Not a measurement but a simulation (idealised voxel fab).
Title: Process Module voxel local oxidation
This is section cut - it's 230 nm across, gridded in 5 nm square cells.
Think of the cross-section as a grid of square cells. We describe it in bands, top to bottom, and each band covers one or more rows of those cells. A band entry consists of two parts. The first gives the height of the band's top and the height of its bottom, in nm. The rest lists the band's materials from left to right, each with its width in nm. A single material labelled with the word "full width" fills the band from edge to edge, and the word "empty" marks empty space. Ref level 0: as-received wafer is one material below here. Bottom band extends down with no lower bound ("top 0, no bottom"). Note: "30->40" means the width goes from the first number (top row of the band) to the second number (bottom row) in equal steps per row of cells. The designation "nothing different", where it is given for a processing step, indicates that no cell of the cross-section was altered in the course of that step. The label "Sealed cavities" introduces a list of the empty spaces, 8 cells or larger, that have no open way up to the top; each entry in it reads width x height at distance, where the distance is taken from the left edge and all three are stated in nm. Past the settings on a step's line: simulator remark, on that step. On any step carrying a mask, the "overlay nm" setting, if present on the step's line, tells how far right of its planned place the mask lay; negative values point to the left.

## Steps planned for the process
step 1: RECEIVE: material Si
step 2: CONFORMAL_DEP: material SiO2, thk nm 5
step 3: CONFORMAL_DEP: material SiN, thk nm 15
step 4: DIRECTIONAL_DEP: material aC, thk nm 15
step 5: PATTERN: tone cover, mask id ACTIVE, material resist, width nm 120, thk nm 30, overlay nm -15
step 6: DIRECTIONAL_ETCH: etch materials aC, depth nm 15
step 7: STRIP: etch materials resist
step 8: DIRECTIONAL_ETCH: etch materials SiN, depth nm 15
step 9: STRIP: etch materials aC
step 10: SELECTIVE_ETCH: etch materials SiO2, depth nm 5
step 11: OXIDIZE: depth nm 15
step 12: STRIP: etch materials SiN
varied across the wafers: overlay nm of step 5. The plan shows the first wafer's value. All wafers start alike

## First wafer of several, as received: cross-section after step 1
	top 0, no bottom = Si full width
	Sealed cavities: none

## End of the module, past its last step, step 12: how the first of several wafers looks in cross-section
	top 5, bottom 0 = 45 of empty / 110 of SiO2 / 75 of empty
	top 0, bottom -15 = 60 of SiO2 / 80 of Si / 90 of SiO2
	top -15, no bottom = Si full width
	Sealed cavities: none

## Cross-sectional view, end of module, last wafer of several
	top 5, bottom 0 = 75 of empty / 110 of SiO2 / 45 of empty
	top 0, bottom -15 = 90 of SiO2 / 80 of Si / 60 of SiO2
	top -15, no bottom = Si full width
	Sealed cavities: none

## So in this table every wafer gets its own row, and what you see is where it stands at the end of the module: for each material, how many cells it picked up (+) or gave up (-) since we received it, and after that its closed voids
overlay nm -15 | -90 Si | +112 SiO2 | Sealed cavities: none
overlay nm -10 | -90 Si | +112 SiO2 | Sealed cavities: none
overlay nm -5 | -90 Si | +112 SiO2 | Sealed cavities: none
overlay nm 0 | -90 Si | +112 SiO2 | Sealed cavities: none
overlay nm 5 | -90 Si | +112 SiO2 | Sealed cavities: none
overlay nm 10 | -90 Si | +112 SiO2 | Sealed cavities: none
overlay nm 15 | -90 Si | +112 SiO2 | Sealed cavities: none
